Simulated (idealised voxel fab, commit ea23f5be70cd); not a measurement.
Process module in this document: voxel gate over fins
Square cell edge 5 nm, section width 185 nm, ID cut.
If you're reading a cross-section in this doc, picture square cells in a grid; it comes to you as bands, top ones listed first down to the bottom, and a band can be one or more rows of cells.
First you get the band's top height and its bottom height, in nm, and then the materials it's made of, left to right, with each width in nm. If you see a single material with "full width", that one covers the band edge to edge. "air" is empty space.
Beneath 0, the wafer as received is one material, and that level is where height counting begins. The lowest band goes on downward without a bottom; it is written like "0 down".
The notation "30->40" denotes a width that varies across the rows of cells in the band, beginning at the first number in the top row, finishing at the second number in the bottom row, and changing by an identical amount from each row to the next.
Reading "nothing altered" for a step: not a cell of the cross-section changed in it.
"Encapsulated voids" lists enclosed empty spaces (at least 8 cells, no open path upward to the top), each as width x height at distance from the left edge, in nm.
What comes after the settings on a step's line is commentary from the simulator itself on that step.
overlay nm: how far to the right of its planned place the mask lay on this masked step (negative: to the left).

Process steps (planned)
- 1: RECEIVE with material Si
- 2: CONFORMAL_DEP with material SiN, thk nm 5
- 3: PATTERN with tone cover, mask id FINS, material resist, width nm 15, pitch nm 35, thk nm 20, overlay nm 0
- 4: DIRECTIONAL_ETCH with etch materials SiN, depth nm 5
- 5: DIRECTIONAL_ETCH with etch materials Si, depth nm 40
- 6: STRIP with etch materials resist
- 7: FILL_DEP with material SiO2, thk nm 10
- 8: CMP with height nm 5
- 9: SELECTIVE_ETCH with etch materials SiO2, depth nm 15
- 10: STRIP with etch materials SiN
- 11: CONFORMAL_DEP with material HfO2, thk nm 5
- 12: CONFORMAL_DEP with material TiN, thk nm 5
- 13: FILL_DEP with material W, thk nm 10
- 14: CMP with height nm 15
- 15: CONFORMAL_DEP with material SiCN, thk nm 10

So this is the incoming wafer in cross-section - it's already been through step 1
	0 down  Si full width
	Encapsulated voids: none

First wafer at the end, as planned
	25 to 15  SiCN full width
	15 to 10  W full width
	10 to 5  W: 40 | TiN: 105 | W: 40
	5 to 0  W: 40 | TiN: 5 | HfO2: 25 | TiN: 10 | HfO2: 25 | TiN: 10 | HfO2: 25 | TiN: 5 | W: 40
	0 to -5  TiN: 45 | HfO2: 5 | Si: 15 | HfO2: 5 | TiN: 10 | HfO2: 5 | Si: 15 | HfO2: 5 | TiN: 10 | HfO2: 5 | Si: 15 | HfO2: 5 | TiN: 45
	-5 to -10  HfO2: 50 | Si: 15 | HfO2: 20 | Si: 15 | HfO2: 20 | Si: 15 | HfO2: 50
	-10 to -40  SiO2: 50 | Si: 15 | SiO2: 20 | Si: 15 | SiO2: 20 | Si: 15 | SiO2: 50
	-40 down  Si full width
	Encapsulated voids: none

Now the second wafer, cross-sectioned at the end of the module. Nothing different at the start, nothing different in the plan compared with the first, just one mistake when it was actually run
	25 to 15  SiCN full width
	15 to 10  W full width
	10 to 5  W: 40 | TiN: 105 | W: 40
	5 to 0  W: 40 | TiN: 5 | HfO2: 25 | TiN: 10 | HfO2: 25 | TiN: 10 | HfO2: 25 | TiN: 5 | W: 40
	0 to -30  W: 40 | TiN: 5 | HfO2: 5 | Si: 15 | HfO2: 5 | TiN: 10 | HfO2: 5 | Si: 15 | HfO2: 5 | TiN: 10 | HfO2: 5 | Si: 15 | HfO2: 5 | TiN: 5 | W: 40
	-30 to -35  TiN: 45 | HfO2: 5 | Si: 15 | HfO2: 5 | TiN: 10 | HfO2: 5 | Si: 15 | HfO2: 5 | TiN: 10 | HfO2: 5 | Si: 15 | HfO2: 5 | TiN: 45
	-35 to -40  HfO2: 50 | Si: 15 | HfO2: 20 | Si: 15 | HfO2: 20 | Si: 15 | HfO2: 50
	-40 down  Si full width
	Encapsulated voids: none
Error vs. plan: so step 7 ended up running with a different setting than we planned, it ran as FILL_DEP with material SiN, thk nm 10
Final wafer comparison in cells, second versus first, more or fewer per material: 36 more of HfO2, 168 fewer of SiO2, 36 more of TiN, 96 more of W
